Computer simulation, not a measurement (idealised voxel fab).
Presented below is a process module, voxel self aligned vias.
Section cut is 295 nm wide and gridded with 5 nm square cells.
Think of the cross-section as a grid of square cells. We describe it in bands, top to bottom, and each band covers one or more rows of those cells.
A band entry consists of two parts. The first gives the height of the band's top and the height of its bottom, in nm. The rest lists the band's materials from left to right, each with its width in nm. A single material labelled with the word "throughout" fills the band from edge to edge, and the word "blank" marks empty space.
Heights are measured from 0, the level below which the as-received wafer is all one material; the lowest band has no bottom and continues downward, written as in "0 down".
It should be noted that a width expressed as "30->40" varies in equal increments from row to row of cells within the band, taking the value of the first number at the top row and that of the second number at the bottom row.
Where a step carries "nothing changed", the cross-section came out of it unchanged, cell for cell.
Empty spaces counting at least 8 cells and having no open way to the top are listed in "Fully closed voids". The notation width x height at distance is used for each, the distance being from the left edge and all three values in nm.
Post-settings text on a step line: simulator's own remark regarding the step.
Each step line may optionally specify "overlay nm", which for a step with a mask gives the rightward distance between the mask's planned place and where it lay, a negative value indicating the leftward direction.
THE PROCESS STEPS THAT WERE PLANNED ARE LISTED BELOW
1,RECEIVE, material Si
2,CONFORMAL_DEP, material SiO2, thk nm 10
3,CONFORMAL_DEP, material SiCN, thk nm 5
4,DIRECTIONAL_DEP, material lowk, thk nm 30
5,DIRECTIONAL_DEP, material aC, thk nm 10
6,PATTERN, tone open, mask id LINES, material resist, width nm 15, pitch nm 55, thk nm 25, overlay nm 0
7,DIRECTIONAL_ETCH, etch materials aC, depth nm 10
8,STRIP, etch materials resist
9,DIRECTIONAL_ETCH, etch materials lowk, depth nm 30
10,STRIP, etch materials aC
11,CONFORMAL_DEP, material TiN, thk nm 5
12,FILL_DEP, material Ru, thk nm 5
13,CMP, height nm 45
14,SELECTIVE_ETCH, etch materials W Ru TiN, depth nm 5
15,FILL_DEP, material SiN, thk nm 5
16,CMP, height nm 45
17,DIRECTIONAL_DEP, material lowk, thk nm 15
18,DIRECTIONAL_DEP, material aC, thk nm 15
19,PATTERN, tone open, mask id VIAS, material resist, width nm 30, thk nm 30, overlay nm 0
20,DIRECTIONAL_ETCH, etch materials aC, depth nm 15
21,STRIP, etch materials resist
22,DIRECTIONAL_ETCH, etch materials lowk, depth nm 15
23,DIRECTIONAL_ETCH, etch materials SiN, depth nm 5
24,STRIP, etch materials aC
25,CONFORMAL_DEP, material TiN, thk nm 5
26,FILL_DEP, material Cu, thk nm 5
27,CMP, height nm 60
28,CONFORMAL_DEP, material SiN, thk nm 5
Where the wafers of this document differ is in the width nm of step 6; they start out the same, and the plan states the value that applied to the first wafer.
AFTER STEP 1, AS RECEIVED: FIRST OF SEVERAL WAFERS, CROSS-SECTION
	0 down | Si throughout
	Fully closed voids: none
FOR YOUR REFERENCE, THE TABLE IS ORGANIZED WITH A ROW PER WAFER; EACH ROW REFLECTS THE WAFER AT THE END OF THE MODULE, INDICATING FOR EACH MATERIAL THE CELLS GAINED (+) OR LOST (-) SINCE RECEIPT, AND THEREAFTER ITS CLOSED VOIDS
width nm 15; +9 Cu; +8 Ru; +59 SiCN; +62 SiN; +118 SiO2; +34 TiN; +477 lowk; Fully closed voids: none
width nm 20; +10 Cu; +16 Ru; +59 SiCN; +63 SiN; +118 SiO2; +36 TiN; +465 lowk; Fully closed voids: none
width nm 25; +11 Cu; +24 Ru; +59 SiCN; +64 SiN; +118 SiO2; +38 TiN; +453 lowk; Fully closed voids: none
width nm 30; +12 Cu; +32 Ru; +59 SiCN; +65 SiN; +118 SiO2; +40 TiN; +441 lowk; Fully closed voids: none
width nm 35; +12 Cu; +40 Ru; +59 SiCN; +67 SiN; +118 SiO2; +42 TiN; +429 lowk; Fully closed voids: none
